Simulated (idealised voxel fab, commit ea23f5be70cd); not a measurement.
process module | voxel self aligned vias
cross-section cut | 185 nm wide | cells 5 nm
A cross-section is a grid of square cells, given in bands from the top down. A band is one or more rows of cells.
Each band's line starts with the height of the band's top and of its bottom, in nm. Then come its materials from left to right, each with its width in nm. One material with "throughout" fills the band from edge to edge. "air" is empty space.
Height 0 is the level under which the wafer as received is all one material. The lowest band goes on downwards, as in "0 down".
A width such as "30 to 40" changes by the same amount from each row of cells to the next, from the band's top row to its bottom row.
"no change" after a step means that no cell of the cross-section changed.
closed voids: empty space of 8 cells or more with no open way to the top, each as width x height at its distance from the left edge, in nm
after a step's settings: what the simulator itself notes on the step
overlay nm, on a step with a mask: how far to the right of its planned place the mask lay; to the left if negative
plan
1 op RECEIVE | material Si
2 op CONFORMAL_DEP | material SiO2 | thk nm 15
3 op CONFORMAL_DEP | material SiCN | thk nm 5
4 op DIRECTIONAL_DEP | material lowk | thk nm 30
5 op DIRECTIONAL_DEP | material aC | thk nm 10
6 op PATTERN | tone open | mask id LINES | material resist | width nm 25 | pitch nm 55 | thk nm 30 | overlay nm 0
7 op DIRECTIONAL_ETCH | etch materials aC | depth nm 10
8 op STRIP | etch materials resist
9 op DIRECTIONAL_ETCH | etch materials lowk | depth nm 30
10 op STRIP | etch materials aC
11 op CONFORMAL_DEP | material TiN | thk nm 5
12 op FILL_DEP | material Ru | thk nm 5
13 op CMP | height nm 50
14 op SELECTIVE_ETCH | etch materials W Ru TiN | depth nm 5
15 op FILL_DEP | material SiN | thk nm 10
16 op CMP | height nm 50
17 op DIRECTIONAL_DEP | material lowk | thk nm 15
18 op PATTERN | tone open | mask id VIAS | material resist | width nm 35 | pitch nm 55 | thk nm 15 | overlay nm 0
19 op DIRECTIONAL_ETCH | etch materials lowk | depth nm 15
20 op DIRECTIONAL_ETCH | etch materials SiN | depth nm 5
21 op STRIP | etch materials resist
22 op CONFORMAL_DEP | material TiN | thk nm 5
23 op FILL_DEP | material W | thk nm 10
24 op CMP | height nm 65
25 op CONFORMAL_DEP | material SiCN | thk nm 5
first wafer, as planned
as received, after step 1
  0 down: Si throughout
  closed voids: none
after step 2
  15 to 0: SiO2 throughout
  below 0: unchanged
after step 3
  20 to 15: SiCN throughout
  below 15: unchanged
after step 4
  50 to 20: lowk throughout
  below 20: unchanged
after step 5
  60 to 50: aC throughout
  below 50: unchanged
after step 6
  90 to 60: resist 25 | air 25 | resist 30 | air 25 | resist 30 | air 25 | resist 25
  below 60: unchanged
after step 7
  80 to 60: resist 25 | air 25 | resist 30 | air 25 | resist 30 | air 25 | resist 25
  60 to 50: aC 25 | air 25 | aC 30 | air 25 | aC 30 | air 25 | aC 25
  below 50: unchanged
after step 8
  60 to 50: aC 25 | air 25 | aC 30 | air 25 | aC 30 | air 25 | aC 25
  below 50: unchanged
after step 9
  60 to 50: aC 25 | air 25 | aC 30 | air 25 | aC 30 | air 25 | aC 25
  50 to 20: lowk 25 | air 25 | lowk 30 | air 25 | lowk 30 | air 25 | lowk 25
  below 20: unchanged
after step 10
  50 to 20: lowk 25 | air 25 | lowk 30 | air 25 | lowk 30 | air 25 | lowk 25
  below 20: unchanged
after step 11
  55 to 50: TiN 30 | air 15 | TiN 40 | air 15 | TiN 40 | air 15 | TiN 30
  50 to 25: lowk 25 | TiN 5 | air 15 | TiN 5 | lowk 30 | TiN 5 | air 15 | TiN 5 | lowk 30 | TiN 5 | air 15 | TiN 5 | lowk 25
  25 to 20: lowk 25 | TiN 25 | lowk 30 | TiN 25 | lowk 30 | TiN 25 | lowk 25
  below 20: unchanged
after step 12
  60 to 55: Ru throughout
  55 to 50: TiN 30 | Ru 15 | TiN 40 | Ru 15 | TiN 40 | Ru 15 | TiN 30
  50 to 25: lowk 25 | TiN 5 | Ru 15 | TiN 5 | lowk 30 | TiN 5 | Ru 15 | TiN 5 | lowk 30 | TiN 5 | Ru 15 | TiN 5 | lowk 25
  below 25: unchanged
after step 13
  50 to 25: lowk 25 | TiN 5 | Ru 15 | TiN 5 | lowk 30 | TiN 5 | Ru 15 | TiN 5 | lowk 30 | TiN 5 | Ru 15 | TiN 5 | lowk 25
  below 25: unchanged
after step 14
  50 to 45: lowk 25 | air 25 | lowk 30 | air 25 | lowk 30 | air 25 | lowk 25
  below 45: unchanged
after step 15
  60 to 50: SiN throughout
  50 to 45: lowk 25 | SiN 25 | lowk 30 | SiN 25 | lowk 30 | SiN 25 | lowk 25
  below 45: unchanged
after step 16
  50 to 45: lowk 25 | SiN 25 | lowk 30 | SiN 25 | lowk 30 | SiN 25 | lowk 25
  below 45: unchanged
after step 17
  65 to 50: lowk throughout
  below 50: unchanged
after step 18
  80 to 65: resist 20 | air 35 | resist 20 | air 35 | resist 20 | air 35 | resist 20
  below 65: unchanged
after step 19
  80 to 65: resist 20 | air 35 | resist 20 | air 35 | resist 20 | air 35 | resist 20
  65 to 50: lowk 20 | air 35 | lowk 20 | air 35 | lowk 20 | air 35 | lowk 20
  below 50: unchanged
after step 20
  80 to 65: resist 20 | air 35 | resist 20 | air 35 | resist 20 | air 35 | resist 20
  65 to 50: lowk 20 | air 35 | lowk 20 | air 35 | lowk 20 | air 35 | lowk 20
  50 to 45: lowk 25 | air 25 | lowk 30 | air 25 | lowk 30 | air 25 | lowk 25
  below 45: unchanged
after step 21
  65 to 50: lowk 20 | air 35 | lowk 20 | air 35 | lowk 20 | air 35 | lowk 20
  below 50: unchanged
after step 22
  70 to 65: TiN 25 | air 25 | TiN 30 | air 25 | TiN 30 | air 25 | TiN 25
  65 to 55: lowk 20 | TiN 5 | air 25 | TiN 5 | lowk 20 | TiN 5 | air 25 | TiN 5 | lowk 20 | TiN 5 | air 25 | TiN 5 | lowk 20
  55 to 50: lowk 20 | TiN 10 | air 15 | TiN 10 | lowk 20 | TiN 10 | air 15 | TiN 10 | lowk 20 | TiN 10 | air 15 | TiN 10 | lowk 20
  50 to 45: lowk 25 | TiN 25 | lowk 30 | TiN 25 | lowk 30 | TiN 25 | lowk 25
  below 45: unchanged
after step 23
  80 to 70: W throughout
  70 to 65: TiN 25 | W 25 | TiN 30 | W 25 | TiN 30 | W 25 | TiN 25
  65 to 55: lowk 20 | TiN 5 | W 25 | TiN 5 | lowk 20 | TiN 5 | W 25 | TiN 5 | lowk 20 | TiN 5 | W 25 | TiN 5 | lowk 20
  55 to 50: lowk 20 | TiN 10 | W 15 | TiN 10 | lowk 20 | TiN 10 | W 15 | TiN 10 | lowk 20 | TiN 10 | W 15 | TiN 10 | lowk 20
  below 50: unchanged
after step 24
  65 to 55: lowk 20 | TiN 5 | W 25 | TiN 5 | lowk 20 | TiN 5 | W 25 | TiN 5 | lowk 20 | TiN 5 | W 25 | TiN 5 | lowk 20
  below 55: unchanged
after step 25
  70 to 65: SiCN throughout
  below 65: unchanged
second wafer: like start, like plan, one mistake. Through step 23 it matches the first wafer
when step 24 should have ended: no change
when step 25 should have ended
  85 to 80: SiCN throughout
  below 80: unchanged
what went wrong: step 24 was left out
at the end the second wafer has, in cells: 22 more of TiN | 89 more of W
